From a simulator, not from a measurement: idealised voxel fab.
Process module, titled voxel tone inversion
Each square cell in cross-section cut measures 5 nm, and the section as a whole is 225 nm wide.
A cross-section in this document is a grid of square cells, and it is written down as bands, the top band listed before the ones below it; a band is made up of one or more rows of cells.
Band: top and bottom heights (nm) first, top before bottom; then materials from left to right, widths in nm. "throughout" marks a sole material filling the band edge to edge. "air" denotes empty space.
Heads up on the height convention: 0 is the point under which the incoming wafer is all one material, and the lowest band has no bottom, it just keeps going down, like "0 down".
You'd read "30..40" like this: the band's top row of cells is as wide as the first number, its bottom row is as wide as the second, and going down, every row changes width by the same amount as the row before did.
Key: "no alteration" - step with no changed cell in the cross-section.
"Closed cavity list": sealed empty spaces, 8 cells or more, no open way to top, listed width x height at distance, with distance from the left edge and width, height and distance in nm.
On a step's line, text after the settings is the simulator commenting on that step.
If you see "overlay nm" on a step's line and that step has a mask, it's telling you how far right of where it was planned the mask ended up; a negative number means it went left instead.
## So here's the lineup of process steps we planned
| 1 | RECEIVE,material Si |
| 2 | CONFORMAL_DEP,material SiN,thk nm 5 |
| 3 | DIRECTIONAL_DEP,material polySi,thk nm 20 |
| 4 | PATTERN,tone cover,mask id POSTS,material resist,width nm 15,pitch nm 40,thk nm 30,overlay nm 0 |
| 5 | DIRECTIONAL_ETCH,etch materials polySi,depth nm 20 |
| 6 | STRIP,etch materials resist |
| 7 | FILL_DEP,material lowk,thk nm 10 |
| 8 | CMP,height nm 25 |
| 9 | STRIP,etch materials polySi |
Across this set of wafers, the varied parameter is the width nm of step 4. Starting conditions are identical for every wafer, and the plan reports the value assigned to the first wafer.
## The first of several wafers in cross-section, exactly as it reached us after step 1
  0 down = Si throughout
  Closed cavity list: none
## The rows of the table below are wafers. Looking at the end of the module, a row counts, for every material, the cells the wafer has gained, shown as (+), or lost, shown as (-), since it was received; its closed voids come next
width nm 15, +45 SiN, +132 lowk, Closed cavity list: none
width nm 20, +45 SiN, +116 lowk, Closed cavity list: none
width nm 25, +45 SiN, +100 lowk, Closed cavity list: none
